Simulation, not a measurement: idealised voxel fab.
Herein follows the process module entitled voxel self aligned contacts.
cross-section cut | 160 nm wide | cells 5 nm
A cross-section in this document is a grid of square cells, and it is written down as bands, the top band listed before the ones below it; a band is made up of one or more rows of cells.
Heads up on the band format: heights come first, top then bottom, in nm. After that it's the materials left to right, each with its width in nm. A single material flagged "full width" fills the whole band edge to edge, and "empty" means there's empty space there.
For the purposes of this specification, 0 denotes the height below which the wafer in its as-received condition is composed wholly of one material, and the lowermost band, lacking a lower limit, extends downward without end, as expressed in "top 0, no bottom".
Width spec "30 to 40" -> top row of cells at first value, bottom row at second value, equal per-row change in between.
"no alteration" -> step changed no cross-section cell.
The label "Trapped void list" introduces a list of the empty spaces, 8 cells or larger, that have no open way up to the top; each entry in it reads width x height at distance, where the distance is taken from the left edge and all three are stated in nm.
That trailing text on a step's line, after the settings, is the simulator's own remark on the step.
The line of a step may include "overlay nm". On a step with a mask, this value is how far to the right of its planned place the mask lay. A negative value means the mask lay to the left.
-- Process steps (planned)
1,op RECEIVE | material Si
2,op OXIDIZE | depth nm 5
3,op DIRECTIONAL_DEP | material polySi | thk nm 30
4,op DIRECTIONAL_DEP | material SiN | thk nm 25
5,op DIRECTIONAL_DEP | material aC | thk nm 15
6,op PATTERN | tone cover | mask id GATE | material resist | width nm 25 | pitch nm 65 | thk nm 35 | overlay nm 0
7,op DIRECTIONAL_ETCH | etch materials aC | depth nm 15
8,op STRIP | etch materials resist
9,op DIRECTIONAL_ETCH | etch materials SiN | depth nm 25
10,op DIRECTIONAL_ETCH | etch materials polySi | depth nm 30
11,op STRIP | etch materials aC
12,op CONFORMAL_DEP | material SiN | thk nm 10
13,op DIRECTIONAL_ETCH | etch materials SiN | depth nm 10
14,op FILL_DEP | material SiO2 | thk nm 20
15,op CMP | height nm 65
16,op MASKED_ETCH | tone open | mask id CONTACT | width nm 50 | etch materials SiO2 | depth nm 70 | overlay nm 0
17,op CONFORMAL_DEP | material TiN | thk nm 5
18,op FILL_DEP | material Ru | thk nm 5
19,op CMP | height nm 65
20,op CONFORMAL_DEP | material SiN | thk nm 5
-- So this is the incoming wafer in cross-section - it's already been through step 1
* top 0, no bottom = Si full width
* Trapped void list: none
-- The cross-section shown corresponds to the wafer at the conclusion of the module. The initial structure and the process plan are those presented above; however, one mistake occurred in executing the plan
* top 70, bottom 65 = SiN full width
* top 65, bottom 60 = 25 nm SiO2, 45 nm SiN, 5 nm TiN, 10 nm Ru, 5 nm TiN, 45 nm SiN, 25 nm SiO2
* top 60, bottom 35 = 25 nm SiO2, 10 nm SiN, 25 nm polySi, 10 nm SiN, 5 nm TiN, 10 nm Ru, 5 nm TiN, 10 nm SiN, 25 nm polySi, 10 nm SiN, 25 nm SiO2
* top 35, bottom 30 = 25 nm SiO2, 10 nm SiN, 25 nm polySi, 10 nm SiN, 20 nm TiN, 10 nm SiN, 25 nm polySi, 10 nm SiN, 25 nm SiO2
* top 30, bottom 0 = polySi full width
* top 0, bottom -5 = SiO2 full width
* top -5, no bottom = Si full width
* Trapped void list: none
What broke from the plan during processing? in the plan, step 3 was performed twice
